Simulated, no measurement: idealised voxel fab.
This is a process module. Its name is voxel capacitor over wiring.
In the cross-section labelled cut, the width is 230 nm and each square cell is 5 nm.
Cross-section spec: square-cell grid; bands listed top down; each band is one or more rows. For a band, the entry starts with two heights in nm, that of the top and then that of the bottom, and carries on with the band's materials in order from left to right, each alongside its width in nm; the word "everywhere" beside a single material means it fills the band edge to edge, and "air" means empty space. A quick word on heights: they are counted from 0, and under that level the wafer as it came to us is one material throughout. The lowest band is different from the rest in having no bottom; it simply continues downward, written as in "0 -> down". Top row gets the first number, bottom row gets the second, and each row in between changes by the same step: that is how a band width like "30..40" works. "remains unaltered", as given for a step, is the statement that not any cell of the cross-section underwent a change during that step. Listed in "Enclosed cavities": every empty space of 8 or more cells without an open way to the top. Form: width x height at distance, the distance being from the left edge, all in nm. If you see something after the settings on a step's line, that's the simulator's own remark about that step. overlay nm: mask offset rightward from planned place, masked step; negative means leftward offset.
Intended process steps
1) RECEIVE | material Si
2) CONFORMAL_DEP | material SiO2 | thk nm 10
3) CONFORMAL_DEP | material SiCN | thk nm 5
4) DIRECTIONAL_DEP | material SiO2 | thk nm 20
5) DIRECTIONAL_DEP | material aC | thk nm 15
6) PATTERN | tone open | mask id METAL_1 | material resist | width nm 30 | pitch nm 95 | thk nm 35 | overlay nm 0
7) DIRECTIONAL_ETCH | etch materials aC | depth nm 15
8) STRIP | etch materials resist
9) DIRECTIONAL_ETCH | etch materials SiO2 | depth nm 20
10) DIRECTIONAL_ETCH | etch materials SiCN | depth nm 5
11) STRIP | etch materials aC
12) CONFORMAL_DEP | material TiN | thk nm 5
13) FILL_DEP | material Ru | thk nm 5
14) CMP | height nm 35
15) CONFORMAL_DEP | material SiCN | thk nm 5
16) DIRECTIONAL_DEP | material lowk | thk nm 15
17) DIRECTIONAL_DEP | material aC | thk nm 10
18) PATTERN | tone open | mask id PLUG_1 | material resist | width nm 15 | thk nm 30 | overlay nm 0
19) DIRECTIONAL_ETCH | etch materials aC | depth nm 10
20) STRIP | etch materials resist
21) DIRECTIONAL_ETCH | etch materials lowk | depth nm 15
22) DIRECTIONAL_ETCH | etch materials SiCN | depth nm 5
23) STRIP | etch materials aC
24) EPI | material Ru | thk nm 10
25) EPI | material Ru | thk nm 10
26) DIRECTIONAL_DEP | material TiN | thk nm 10
27) DIRECTIONAL_DEP | material SiN | thk nm 5
28) DIRECTIONAL_DEP | material TiN | thk nm 10
29) MASKED_ETCH | tone cover | mask id UPPER_PLATE | width nm 70 | etch materials TiN | depth nm 10 | overlay nm 0
30) MASKED_ETCH | tone cover | mask id UPPER_PLATE | width nm 70 | etch materials SiN | depth nm 5 | overlay nm 0
31) DIRECTIONAL_DEP | material aC | thk nm 10
32) PATTERN | tone cover | mask id LOWER_PLATE | material resist | width nm 80 | thk nm 25 | overlay nm 0
33) DIRECTIONAL_ETCH | etch materials aC | depth nm 10
34) STRIP | etch materials resist
35) DIRECTIONAL_ETCH | etch materials TiN | depth nm 10
36) STRIP | etch materials aC
37) FILL_DEP | material SiO2 | thk nm 15
38) CMP | height nm 90
39) DIRECTIONAL_DEP | material aC | thk nm 15
40) PATTERN | tone open | mask id PLUG_2 | material resist | width nm 15 | thk nm 35 | overlay nm 0
41) DIRECTIONAL_ETCH | etch materials aC | depth nm 15
42) STRIP | etch materials resist
43) DIRECTIONAL_ETCH | etch materials SiO2 | depth nm 10
44) STRIP | etch materials aC
45) CONFORMAL_DEP | material TiN | thk nm 5
46) FILL_DEP | material W | thk nm 5
47) CMP | height nm 90
48) CONFORMAL_DEP | material SiN | thk nm 5
First of two wafers: run as planned
Shown in cross-section is the wafer as received, that is, as it stands after step 1
0 -> down: Si everywhere
Enclosed cavities: none
Cross-section of the wafer subsequent to step 2
10 -> 0: SiO2 everywhere
Under the height 0 nothing was changed.
Cross-section of the wafer subsequent to step 3
15 -> 10: SiCN everywhere
Under the height 10 nothing was changed.
Cross-section of the wafer subsequent to step 4
35 -> 15: SiO2 everywhere
Under the height 15 nothing was changed.
Cross-section of the wafer subsequent to step 5
50 -> 35: aC everywhere
Under the height 35 nothing was changed.
Cross-section of the wafer subsequent to step 6
85 -> 50: resist 50; air 30; resist 65; air 30; resist 55
Under the height 50 nothing was changed.
Cross-section of the wafer subsequent to step 7
70 -> 50: resist 50; air 30; resist 65; air 30; resist 55
50 -> 35: aC 50; air 30; aC 65; air 30; aC 55
Under the height 35 nothing was changed.
Cross-section of the wafer subsequent to step 8
50 -> 35: aC 50; air 30; aC 65; air 30; aC 55
Under the height 35 nothing was changed.
Cross-section of the wafer subsequent to step 9
50 -> 35: aC 50; air 30; aC 65; air 30; aC 55
35 -> 15: SiO2 50; air 30; SiO2 65; air 30; SiO2 55
Under the height 15 nothing was changed.
Cross-section of the wafer subsequent to step 10
50 -> 35: aC 50; air 30; aC 65; air 30; aC 55
35 -> 15: SiO2 50; air 30; SiO2 65; air 30; SiO2 55
15 -> 10: SiCN 50; air 30; SiCN 65; air 30; SiCN 55
Under the height 10 nothing was changed.
Cross-section of the wafer subsequent to step 11
35 -> 15: SiO2 50; air 30; SiO2 65; air 30; SiO2 55
Under the height 15 nothing was changed.
Cross-section of the wafer subsequent to step 12
40 -> 35: TiN 55; air 20; TiN 75; air 20; TiN 60
35 -> 15: SiO2 50; TiN 5; air 20; TiN 5; SiO2 65; TiN 5; air 20; TiN 5; SiO2 55
15 -> 10: SiCN 50; TiN 30; SiCN 65; TiN 30; SiCN 55
Under the height 10 nothing was changed.
Cross-section of the wafer subsequent to step 13
45 -> 40: Ru everywhere
40 -> 35: TiN 55; Ru 20; TiN 75; Ru 20; TiN 60
35 -> 15: SiO2 50; TiN 5; Ru 20; TiN 5; SiO2 65; TiN 5; Ru 20; TiN 5; SiO2 55
Under the height 15 nothing was changed.
Cross-section of the wafer subsequent to step 14
35 -> 15: SiO2 50; TiN 5; Ru 20; TiN 5; SiO2 65; TiN 5; Ru 20; TiN 5; SiO2 55
Under the height 15 nothing was changed.
Cross-section of the wafer subsequent to step 15
40 -> 35: SiCN everywhere
Under the height 35 nothing was changed.
Cross-section of the wafer subsequent to step 16
55 -> 40: lowk everywhere
Under the height 40 nothing was changed.
Cross-section of the wafer subsequent to step 17
65 -> 55: aC everywhere
Under the height 55 nothing was changed.
Cross-section of the wafer subsequent to step 18
95 -> 65: resist 65; air 15; resist 150
Under the height 65 nothing was changed.
Cross-section of the wafer subsequent to step 19
85 -> 65: resist 65; air 15; resist 150
65 -> 55: aC 65; air 15; aC 150
Under the height 55 nothing was changed.
Cross-section of the wafer subsequent to step 20
65 -> 55: aC 65; air 15; aC 150
Under the height 55 nothing was changed.
Cross-section of the wafer subsequent to step 21
65 -> 55: aC 65; air 15; aC 150
55 -> 40: lowk 65; air 15; lowk 150
Under the height 40 nothing was changed.
Cross-section of the wafer subsequent to step 22
65 -> 55: aC 65; air 15; aC 150
55 -> 40: lowk 65; air 15; lowk 150
40 -> 35: SiCN 65; air 15; SiCN 150
Under the height 35 nothing was changed.
Cross-section of the wafer subsequent to step 23
55 -> 40: lowk 65; air 15; lowk 150
Under the height 40 nothing was changed.
Cross-section of the wafer subsequent to step 24
55 -> 45: lowk 65; air 15; lowk 150
45 -> 40: lowk 65; Ru 15; lowk 150
40 -> 35: SiCN 65; Ru 15; SiCN 150
Under the height 35 nothing was changed.
Cross-section of the wafer subsequent to step 25
55 -> 40: lowk 65; Ru 15; lowk 150
Under the height 40 nothing was changed.
Cross-section of the wafer subsequent to step 26
65 -> 55: TiN everywhere
Under the height 55 nothing was changed.
Cross-section of the wafer subsequent to step 27
70 -> 65: SiN everywhere
Under the height 65 nothing was changed.
Cross-section of the wafer subsequent to step 28
80 -> 70: TiN everywhere
Under the height 70 nothing was changed.
Cross-section of the wafer subsequent to step 29
80 -> 70: air 65; TiN 70; air 95
Under the height 70 nothing was changed.
Cross-section of the wafer subsequent to step 30
80 -> 70: air 65; TiN 70; air 95
70 -> 65: air 65; SiN 70; air 95
Under the height 65 nothing was changed.
Cross-section of the wafer subsequent to step 31
90 -> 80: air 65; aC 70; air 95
80 -> 75: air 65; TiN 70; air 95
75 -> 70: aC 65; TiN 70; aC 95
70 -> 65: aC 65; SiN 70; aC 95
Under the height 65 nothing was changed.
Cross-section of the wafer subsequent to step 32
115 -> 90: air 60; resist 80; air 90
90 -> 80: air 60; resist 5; aC 70; resist 5; air 90
80 -> 75: air 60; resist 5; TiN 70; resist 5; air 90
Under the height 75 nothing was changed.
Cross-section of the wafer subsequent to step 33
105 -> 90: air 60; resist 80; air 90
90 -> 80: air 60; resist 5; aC 70; resist 5; air 90
80 -> 75: air 60; resist 5; TiN 70; resist 5; air 90
75 -> 70: air 60; aC 5; TiN 70; aC 5; air 90
70 -> 65: air 60; aC 5; SiN 70; aC 5; air 90
Under the height 65 nothing was changed.
Cross-section of the wafer subsequent to step 34
90 -> 80: air 65; aC 70; air 95
80 -> 75: air 65; TiN 70; air 95
Under the height 75 nothing was changed.
Cross-section of the wafer subsequent to step 35
90 -> 80: air 65; aC 70; air 95
80 -> 75: air 65; TiN 70; air 95
75 -> 70: air 60; aC 5; TiN 70; aC 5; air 90
70 -> 65: air 60; aC 5; SiN 70; aC 5; air 90
65 -> 55: air 60; TiN 80; air 90
Under the height 55 nothing was changed.
Cross-section of the wafer subsequent to step 36
80 -> 70: air 65; TiN 70; air 95
70 -> 65: air 65; SiN 70; air 95
Under the height 65 nothing was changed.
Cross-section of the wafer subsequent to step 37
95 -> 80: SiO2 everywhere
80 -> 70: SiO2 65; TiN 70; SiO2 95
70 -> 65: SiO2 65; SiN 70; SiO2 95
65 -> 55: SiO2 60; TiN 80; SiO2 90
Under the height 55 nothing was changed.
Cross-section of the wafer subsequent to step 38
90 -> 80: SiO2 everywhere
Under the height 80 nothing was changed.
Cross-section of the wafer subsequent to step 39
105 -> 90: aC everywhere
Under the height 90 nothing was changed.
Cross-section of the wafer subsequent to step 40
140 -> 105: resist 75; air 15; resist 140
Under the height 105 nothing was changed.
Cross-section of the wafer subsequent to step 41
125 -> 105: resist 75; air 15; resist 140
105 -> 90: aC 75; air 15; aC 140
Under the height 90 nothing was changed.
Cross-section of the wafer subsequent to step 42
105 -> 90: aC 75; air 15; aC 140
Under the height 90 nothing was changed.
Cross-section of the wafer subsequent to step 43
105 -> 90: aC 75; air 15; aC 140
90 -> 80: SiO2 75; air 15; SiO2 140
Under the height 80 nothing was changed.
Cross-section of the wafer subsequent to step 44
90 -> 80: SiO2 75; air 15; SiO2 140
Under the height 80 nothing was changed.
Cross-section of the wafer subsequent to step 45
95 -> 90: TiN 80; air 5; TiN 145
90 -> 85: SiO2 75; TiN 5; air 5; TiN 5; SiO2 140
85 -> 80: SiO2 75; TiN 15; SiO2 140
Under the height 80 nothing was changed.
Cross-section of the wafer subsequent to step 46
100 -> 95: W everywhere
95 -> 90: TiN 80; W 5; TiN 145
90 -> 85: SiO2 75; TiN 5; W 5; TiN 5; SiO2 140
Under the height 85 nothing was changed.
Cross-section of the wafer subsequent to step 47
90 -> 85: SiO2 75; TiN 5; W 5; TiN 5; SiO2 140
Under the height 85 nothing was changed.
Cross-section of the wafer subsequent to step 48
95 -> 90: SiN everywhere
Under the height 90 nothing was changed.
Here the second wafer is described. Its start and its plan were those of the first wafer. Its run contained one mistake. Up to and including step 27, it did exactly what the first wafer did
Second wafer profile in section, at the moment step 28 of the plan was meant to be complete
75 -> 70: TiN everywhere
Under the height 70 nothing was changed.
Second wafer profile in section, at the moment step 29 of the plan was meant to be complete
75 -> 70: air 65; TiN 70; air 95
Under the height 70 nothing was changed.
Second wafer profile in section, at the moment step 30 of the plan was meant to be complete
75 -> 70: air 65; TiN 70; air 95
70 -> 65: air 65; SiN 70; air 95
Under the height 65 nothing was changed.
Second wafer profile in section, at the moment step 31 of the plan was meant to be complete
85 -> 75: air 65; aC 70; air 95
75 -> 70: aC 65; TiN 70; aC 95
70 -> 65: aC 65; SiN 70; aC 95
Under the height 65 nothing was changed.
Second wafer profile in section, at the moment step 32 of the plan was meant to be complete
110 -> 85: air 60; resist 80; air 90
85 -> 75: air 60; resist 5; aC 70; resist 5; air 90
Under the height 75 nothing was changed.
Second wafer profile in section, at the moment step 33 of the plan was meant to be complete
100 -> 85: air 60; resist 80; air 90
85 -> 75: air 60; resist 5; aC 70; resist 5; air 90
75 -> 70: air 60; aC 5; TiN 70; aC 5; air 90
70 -> 65: air 60; aC 5; SiN 70; aC 5; air 90
Under the height 65 nothing was changed.
Second wafer profile in section, at the moment step 34 of the plan was meant to be complete
85 -> 75: air 65; aC 70; air 95
Under the height 75 nothing was changed.
Second wafer profile in section, at the moment step 35 of the plan was meant to be complete
85 -> 75: air 65; aC 70; air 95
75 -> 70: air 60; aC 5; TiN 70; aC 5; air 90
70 -> 65: air 60; aC 5; SiN 70; aC 5; air 90
65 -> 55: air 60; TiN 80; air 90
Under the height 55 nothing was changed.
Second wafer profile in section, at the moment step 36 of the plan was meant to be complete
75 -> 70: air 65; TiN 70; air 95
70 -> 65: air 65; SiN 70; air 95
Under the height 65 nothing was changed.
Second wafer profile in section, at the moment step 37 of the plan was meant to be complete
90 -> 75: SiO2 everywhere
75 -> 70: SiO2 65; TiN 70; SiO2 95
70 -> 65: SiO2 65; SiN 70; SiO2 95
65 -> 55: SiO2 60; TiN 80; SiO2 90
Under the height 55 nothing was changed.
Second wafer profile in section, at the moment step 38 of the plan was meant to be complete: remains unaltered
Second wafer profile in section, at the moment step 39 of the plan was meant to be complete
105 -> 90: aC everywhere
Under the height 90 nothing was changed.
Second wafer profile in section, at the moment step 40 of the plan was meant to be complete
140 -> 105: resist 75; air 15; resist 140
Under the height 105 nothing was changed.
Second wafer profile in section, at the moment step 41 of the plan was meant to be complete
125 -> 105: resist 75; air 15; resist 140
105 -> 90: aC 75; air 15; aC 140
Under the height 90 nothing was changed.
Second wafer profile in section, at the moment step 42 of the plan was meant to be complete
105 -> 90: aC 75; air 15; aC 140
Under the height 90 nothing was changed.
Second wafer profile in section, at the moment step 43 of the plan was meant to be complete
105 -> 90: aC 75; air 15; aC 140
90 -> 80: SiO2 75; air 15; SiO2 140
Under the height 80 nothing was changed.
Second wafer profile in section, at the moment step 44 of the plan was meant to be complete
90 -> 80: SiO2 75; air 15; SiO2 140
Under the height 80 nothing was changed.
Second wafer profile in section, at the moment step 45 of the plan was meant to be complete
95 -> 90: TiN 80; air 5; TiN 145
90 -> 85: SiO2 75; TiN 5; air 5; TiN 5; SiO2 140
85 -> 80: SiO2 75; TiN 15; SiO2 140
Under the height 80 nothing was changed.
Second wafer profile in section, at the moment step 46 of the plan was meant to be complete
100 -> 95: W everywhere
95 -> 90: TiN 80; W 5; TiN 145
90 -> 85: SiO2 75; TiN 5; W 5; TiN 5; SiO2 140
Under the height 85 nothing was changed.
Second wafer profile in section, at the moment step 47 of the plan was meant to be complete
90 -> 85: SiO2 75; TiN 5; W 5; TiN 5; SiO2 140
Under the height 85 nothing was changed.
Second wafer profile in section, at the moment step 48 of the plan was meant to be complete
95 -> 90: SiN everywhere
Under the height 90 nothing was changed.
The mistake made against the process plan was this: step 28, actual vs plan mismatch, actual run DIRECTIONAL_DEP | material TiN | thk nm 5
In the final state, the cell counts of the second wafer exceed or fall short of those of the first for the following materials: +14 SiO2, -14 TiN
